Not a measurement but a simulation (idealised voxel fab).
voxel lift off: a process module
Cross-section cut: width 140 nm, square cells of 5 nm.
Think of the cross-section as a grid of square cells. We describe it in bands, top to bottom, and each band covers one or more rows of those cells.
This entry defines a band. It first specifies the height of the band's top and the height of its bottom in nm, and then specifies the band's materials from left to right, stating each material with its width in nm. The word "edge to edge" identifies a single material that fills the band from edge to edge, while the word "empty" identifies empty space.
Height reference: 0 = level under which incoming wafer is all one material. Lowest band: no bottom, runs on downward, e.g. "z 0 and below".
A width such as "30->40" changes by the same amount from each row of cells to the next, from the band's top row to its bottom row.
Where the words "stayed the same" appear for a step, the cross-section shows no cell changed by that step; every cell remained as before.
"Closed internal cavities" means: voids of 8 cells or more that are shut off from the top with no open way through. Written width x height at distance, distance from the left edge, in nm.
after a step's settings: what the simulator itself notes on the step
overlay nm: how far to the right of its planned place the mask lay on this masked step (negative: to the left).
Every pair from here on: before one process step, after it. The after cross-section reaches only to the lowest band that changed. Below the pair: the step in between and its settings. Pairs can belong to different runs of this module on the same starting wafer; a pair carries on from the pair above only if the entry headed "Pre-process cross-section" says so.
PRE-PROCESS CROSS-SECTION
- z 0 and below = Si edge to edge
- Closed internal cavities: none
POST-PROCESS SECTION
- z 15 to 0 = Al2O3 edge to edge
- Whatever lies below 0 is exactly as it was before.
- Closed internal cavities: none
Step, pre vs post cross-sections above: CONFORMAL_DEP: material Al2O3, thk nm 15
Pre-process cross-section: after-state, pair directly above.
POST-PROCESS SECTION
- z 35 to 15 = resist (35) | empty (25) | resist (15) | empty (25) | resist (40)
- Whatever lies below 15 is exactly as it was before.
- Closed internal cavities: none
Step, pre vs post cross-sections above: PATTERN: tone open, mask id LINES, material resist, width nm 25, pitch nm 40, thk nm 20, overlay nm 0
Pre-process cross-section: after-state, pair directly above.
POST-PROCESS SECTION
- z 45 to 35 = Ru (35) | empty (25) | Ru (15) | empty (25) | Ru (40)
- z 35 to 25 = resist (35) | empty (25) | resist (15) | empty (25) | resist (40)
- z 25 to 15 = resist (35) | Ru (25) | resist (15) | Ru (25) | resist (40)
- Whatever lies below 15 is exactly as it was before.
- Closed internal cavities: none
Step, pre vs post cross-sections above: DIRECTIONAL_DEP: material Ru, thk nm 10
Pre-process cross-section: after-state, pair directly above.
POST-PROCESS SECTION
- z 25 to 15 = empty (35) | Ru (25) | empty (15) | Ru (25) | empty (40)
- Whatever lies below 15 is exactly as it was before.
- Closed internal cavities: none
Step, pre vs post cross-sections above: STRIP: etch materials resist
Pre-process cross-section: after-state, pair directly above.
POST-PROCESS SECTION
- z 35 to 25 = empty (25) | SiO2 (85) | empty (30)
- z 25 to 15 = SiO2 (35) | Ru (25) | SiO2 (15) | Ru (25) | SiO2 (40)
- Whatever lies below 15 is exactly as it was before.
- Closed internal cavities: none
Step, pre vs post cross-sections above: CONFORMAL_DEP: material SiO2, thk nm 10
PRE-PROCESS CROSS-SECTION
- z 35 to 15 = resist (35) | empty (25) | resist (15) | empty (25) | resist (40)
- z 15 to 0 = Al2O3 edge to edge
- z 0 and below = Si edge to edge
- Closed internal cavities: none
POST-PROCESS SECTION
- z 15 to 0 = Al2O3 edge to edge
- Whatever lies below 0 is exactly as it was before.
- Closed internal cavities: none
Step, pre vs post cross-sections above: STRIP: etch materials resist
Pre-process cross-section: after-state, pair directly above.
POST-PROCESS SECTION
- z 25 to 15 = SiO2 edge to edge
- Whatever lies below 15 is exactly as it was before.
- Closed internal cavities: none
Step, pre vs post cross-sections above: CONFORMAL_DEP: material SiO2, thk nm 10
PRE-PROCESS CROSS-SECTION
- z 15 to 0 = Al2O3 edge to edge
- z 0 and below = Si edge to edge
- Closed internal cavities: none
POST-PROCESS SECTION
- z 30 to 0 = Al2O3 edge to edge
- Whatever lies below 0 is exactly as it was before.
- Closed internal cavities: none
Step, pre vs post cross-sections above: CONFORMAL_DEP: material Al2O3, thk nm 15
Pre-process cross-section: after-state, pair directly above.
POST-PROCESS SECTION
- z 50 to 30 = resist (35) | empty (25) | resist (15) | empty (25) | resist (40)
- Whatever lies below 30 is exactly as it was before.
- Closed internal cavities: none
Step, pre vs post cross-sections above: PATTERN: tone open, mask id LINES, material resist, width nm 25, pitch nm 40, thk nm 20, overlay nm 0
Pre-process cross-section: after-state, pair directly above.
POST-PROCESS SECTION
- z 60 to 50 = Ru (35) | empty (25) | Ru (15) | empty (25) | Ru (40)
- z 50 to 40 = resist (35) | empty (25) | resist (15) | empty (25) | resist (40)
- z 40 to 30 = resist (35) | Ru (25) | resist (15) | Ru (25) | resist (40)
- Whatever lies below 30 is exactly as it was before.
- Closed internal cavities: none
Step, pre vs post cross-sections above: DIRECTIONAL_DEP: material Ru, thk nm 10
Pre-process cross-section: after-state, pair directly above.
POST-PROCESS SECTION
- z 40 to 30 = empty (35) | Ru (25) | empty (15) | Ru (25) | empty (40)
- Whatever lies below 30 is exactly as it was before.
- Closed internal cavities: none
Step, pre vs post cross-sections above: STRIP: etch materials resist
Pre-process cross-section: after-state, pair directly above.
POST-PROCESS SECTION
- z 50 to 40 = empty (25) | SiO2 (85) | empty (30)
- z 40 to 30 = SiO2 (35) | Ru (25) | SiO2 (15) | Ru (25) | SiO2 (40)
- Whatever lies below 30 is exactly as it was before.
- Closed internal cavities: none
Step, pre vs post cross-sections above: CONFORMAL_DEP: material SiO2, thk nm 10
PRE-PROCESS CROSS-SECTION
- z 0 and below = Si edge to edge
- Closed internal cavities: none
POST-PROCESS SECTION
- z 5 to 0 = Al2O3 edge to edge
- Whatever lies below 0 is exactly as it was before.
- Closed internal cavities: none
Step, pre vs post cross-sections above: CONFORMAL_DEP: material Al2O3, thk nm 5
Pre-process cross-section: after-state, pair directly above.
POST-PROCESS SECTION
- z 25 to 5 = resist (35) | empty (25) | resist (15) | empty (25) | resist (40)
- Whatever lies below 5 is exactly as it was before.
- Closed internal cavities: none
Step, pre vs post cross-sections above: PATTERN: tone open, mask id LINES, material resist, width nm 25, pitch nm 40, thk nm 20, overlay nm 0
Pre-process cross-section: after-state, pair directly above.
POST-PROCESS SECTION
- z 35 to 25 = Ru (35) | empty (25) | Ru (15) | empty (25) | Ru (40)
- z 25 to 15 = resist (35) | empty (25) | resist (15) | empty (25) | resist (40)
- z 15 to 5 = resist (35) | Ru (25) | resist (15) | Ru (25) | resist (40)
- Whatever lies below 5 is exactly as it was before.
- Closed internal cavities: none
Step, pre vs post cross-sections above: DIRECTIONAL_DEP: material Ru, thk nm 10
Pre-process cross-section: after-state, pair directly above.
POST-PROCESS SECTION
- z 15 to 5 = empty (35) | Ru (25) | empty (15) | Ru (25) | empty (40)
- Whatever lies below 5 is exactly as it was before.
- Closed internal cavities: none
Step, pre vs post cross-sections above: STRIP: etch materials resist
Pre-process cross-section: after-state, pair directly above.
POST-PROCESS SECTION
- z 25 to 15 = empty (25) | SiO2 (85) | empty (30)
- z 15 to 5 = SiO2 (35) | Ru (25) | SiO2 (15) | Ru (25) | SiO2 (40)
- Whatever lies below 5 is exactly as it was before.
- Closed internal cavities: none
Step, pre vs post cross-sections above: CONFORMAL_DEP: material SiO2, thk nm 10
PRE-PROCESS CROSS-SECTION
- z 15 to 0 = Al2O3 edge to edge
- z 0 and below = Si edge to edge
- Closed internal cavities: none
POST-PROCESS SECTION
- z 35 to 15 = resist (40) | empty (15) | resist (25) | empty (15) | resist (45)
- Whatever lies below 15 is exactly as it was before.
- Closed internal cavities: none
Step, pre vs post cross-sections above: PATTERN: tone open, mask id LINES, material resist, width nm 15, pitch nm 40, thk nm 20, overlay nm 0
Pre-process cross-section: after-state, pair directly above.
POST-PROCESS SECTION
- z 45 to 35 = Ru (40) | empty (15) | Ru (25) | empty (15) | Ru (45)
- z 35 to 25 = resist (40) | empty (15) | resist (25) | empty (15) | resist (45)
- z 25 to 15 = resist (40) | Ru (15) | resist (25) | Ru (15) | resist (45)
- Whatever lies below 15 is exactly as it was before.
- Closed internal cavities: none
Step, pre vs post cross-sections above: DIRECTIONAL_DEP: material Ru, thk nm 10
Pre-process cross-section: after-state, pair directly above.
POST-PROCESS SECTION
- z 25 to 15 = empty (40) | Ru (15) | empty (25) | Ru (15) | empty (45)
- Whatever lies below 15 is exactly as it was before.
- Closed internal cavities: none
Step, pre vs post cross-sections above: STRIP: etch materials resist
Pre-process cross-section: after-state, pair directly above.
POST-PROCESS SECTION
- z 35 to 25 = empty (30) | SiO2 (35) | empty (5) | SiO2 (35) | empty (35)
- z 25 to 15 = SiO2 (40) | Ru (15) | SiO2 (25) | Ru (15) | SiO2 (45)
- Whatever lies below 15 is exactly as it was before.
- Closed internal cavities: none
Step, pre vs post cross-sections above: CONFORMAL_DEP: material SiO2, thk nm 10
PRE-PROCESS CROSS-SECTION
- z 15 to 0 = Al2O3 edge to edge
- z 0 and below = Si edge to edge
- Closed internal cavities: none
POST-PROCESS SECTION
- z 35 to 15 = resist (40) | empty (25) | resist (15) | empty (25) | resist (35)
- Whatever lies below 15 is exactly as it was before.
- Closed internal cavities: none
Step, pre vs post cross-sections above: PATTERN: tone open, mask id LINES, material resist, width nm 25, pitch nm 40, thk nm 20, overlay nm 5
Pre-process cross-section: after-state, pair directly above.
POST-PROCESS SECTION
- z 45 to 35 = Ru (40) | empty (25) | Ru (15) | empty (25) | Ru (35)
- z 35 to 25 = resist (40) | empty (25) | resist (15) | empty (25) | resist (35)
- z 25 to 15 = resist (40) | Ru (25) | resist (15) | Ru (25) | resist (35)
- Whatever lies below 15 is exactly as it was before.
- Closed internal cavities: none
Step, pre vs post cross-sections above: DIRECTIONAL_DEP: material Ru, thk nm 10
Pre-process cross-section: after-state, pair directly above.
POST-PROCESS SECTION
- z 25 to 15 = empty (40) | Ru (25) | empty (15) | Ru (25) | empty (35)
- Whatever lies below 15 is exactly as it was before.
- Closed internal cavities: none
Step, pre vs post cross-sections above: STRIP: etch materials resist
Pre-process cross-section: after-state, pair directly above.
POST-PROCESS SECTION
- z 35 to 25 = empty (30) | SiO2 (85) | empty (25)
- z 25 to 15 = SiO2 (40) | Ru (25) | SiO2 (15) | Ru (25) | SiO2 (35)
- Whatever lies below 15 is exactly as it was before.
- Closed internal cavities: none
Step, pre vs post cross-sections above: CONFORMAL_DEP: material SiO2, thk nm 10
PRE-PROCESS CROSS-SECTION
- z 25 to 15 = empty (35) | Ru (25) | empty (15) | Ru (25) | empty (40)
- z 15 to 0 = Al2O3 edge to edge
- z 0 and below = Si edge to edge
- Closed internal cavities: none
POST-PROCESS SECTION
- z 35 to 25 = empty (25) | Ru (85) | empty (30)
- z 25 to 15 = Ru edge to edge
- Whatever lies below 15 is exactly as it was before.
- Closed internal cavities: none
Step, pre vs post cross-sections above: CONFORMAL_DEP: material Ru, thk nm 10
PRE-PROCESS CROSS-SECTION
- z 15 to 0 = Al2O3 edge to edge
- z 0 and below = Si edge to edge
- Closed internal cavities: none
POST-PROCESS SECTION
- z 35 to 15 = empty (35) | resist (25) | empty (15) | resist (25) | empty (40)
- Whatever lies below 15 is exactly as it was before.
- Closed internal cavities: none
Step, pre vs post cross-sections above: PATTERN: tone cover, mask id LINES, material resist, width nm 25, pitch nm 40, thk nm 20, overlay nm 0
Pre-process cross-section: after-state, pair directly above.
POST-PROCESS SECTION
- z 45 to 35 = empty (35) | Ru (25) | empty (15) | Ru (25) | empty (40)
- z 35 to 25 = empty (35) | resist (25) | empty (15) | resist (25) | empty (40)
- z 25 to 15 = Ru (35) | resist (25) | Ru (15) | resist (25) | Ru (40)
- Whatever lies below 15 is exactly as it was before.
- Closed internal cavities: none
Step, pre vs post cross-sections above: DIRECTIONAL_DEP: material Ru, thk nm 10
Pre-process cross-section: after-state, pair directly above.
POST-PROCESS SECTION
- z 25 to 15 = Ru (35) | empty (25) | Ru (15) | empty (25) | Ru (40)
- Whatever lies below 15 is exactly as it was before.
- Closed internal cavities: none
Step, pre vs post cross-sections above: STRIP: etch materials resist
Pre-process cross-section: after-state, pair directly above.
POST-PROCESS SECTION
- z 35 to 25 = SiO2 (45) | empty (5) | SiO2 (35) | empty (5) | SiO2 (50)
- z 25 to 15 = Ru (35) | SiO2 (25) | Ru (15) | SiO2 (25) | Ru (40)
- Whatever lies below 15 is exactly as it was before.
- Closed internal cavities: none
Step, pre vs post cross-sections above: CONFORMAL_DEP: material SiO2, thk nm 10
